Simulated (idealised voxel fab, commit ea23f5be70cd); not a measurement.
process module | voxel gate over fins
cross-section cut | 285 nm wide | cells 5 nm
A cross-section is a grid of square cells, given in bands from the top down. A band is one or more rows of cells.
Each band's line starts with the height of the band's top and of its bottom, in nm. Then come its materials from left to right, each with its width in nm. One material with "throughout" fills the band from edge to edge. "air" is empty space.
Height 0 is the level under which the wafer as received is all one material. The lowest band goes on downwards, as in "0 down".
A width such as "30 to 40" changes by the same amount from each row of cells to the next, from the band's top row to its bottom row.
"no change" after a step means that no cell of the cross-section changed.
closed voids: empty space of 8 cells or more with no open way to the top, each as width x height at its distance from the left edge, in nm
after a step's settings: what the simulator itself notes on the step
overlay nm, on a step with a mask: how far to the right of its planned place the mask lay; to the left if negative
plan
1 op RECEIVE | material Si
2 op CONFORMAL_DEP | material SiN | thk nm 10
3 op MASKED_ETCH | tone cover | mask id FINS | width nm 15 | pitch nm 40 | etch materials SiN | depth nm 10 | overlay nm 0
4 op MASKED_ETCH | tone cover | mask id FINS | width nm 15 | pitch nm 40 | etch materials Si | depth nm 40 | overlay nm 0
5 op OXIDIZE | depth nm 5
6 op FILL_DEP | material SiO2 | thk nm 10
7 op CMP | height nm 10
8 op SELECTIVE_ETCH | etch materials SiO2 | depth nm 25
9 op STRIP | etch materials SiN
10 op CONFORMAL_DEP | material HfO2 | thk nm 5
11 op CONFORMAL_DEP | material TiN | thk nm 5
12 op FILL_DEP | material W | thk nm 15
13 op CMP | height nm 20
14 op CONFORMAL_DEP | material SiN | thk nm 5
as received, after step 1
  0 down: Si throughout
  closed voids: none
a wafer at the end: this start, this plan, one mistake
  35 to 20: SiN throughout
  20 to 10: W throughout
  10 to 5: W 70 | TiN 25 | W 15 | TiN 25 | W 15 | TiN 25 | W 15 | TiN 25 | W 70
  5 to 0: W 70 | TiN 5 | HfO2 15 | TiN 5 | W 15 | TiN 5 | HfO2 15 | TiN 5 | W 15 | TiN 5 | HfO2 15 | TiN 5 | W 15 | TiN 5 | HfO2 15 | TiN 5 | W 70
  0 to -5: W 70 | TiN 5 | HfO2 5 | Si 5 | HfO2 5 | TiN 5 | W 15 | TiN 5 | HfO2 5 | Si 5 | HfO2 5 | TiN 5 | W 15 | TiN 5 | HfO2 5 | Si 5 | HfO2 5 | TiN 5 | W 15 | TiN 5 | HfO2 5 | Si 5 | HfO2 5 | TiN 5 | W 70
  -5 to -10: TiN 75 | HfO2 5 | Si 5 | HfO2 5 | TiN 25 | HfO2 5 | Si 5 | HfO2 5 | TiN 25 | HfO2 5 | Si 5 | HfO2 5 | TiN 25 | HfO2 5 | Si 5 | HfO2 5 | TiN 75
  -10 to -15: HfO2 80 | Si 5 | HfO2 35 | Si 5 | HfO2 35 | Si 5 | HfO2 35 | Si 5 | HfO2 80
  -15 to -45: SiO2 80 | Si 5 | SiO2 35 | Si 5 | SiO2 35 | Si 5 | SiO2 35 | Si 5 | SiO2 80
  -45 down: Si throughout
  closed voids: none
what went wrong: step 14 ran as: op CONFORMAL_DEP | material SiN | thk nm 15
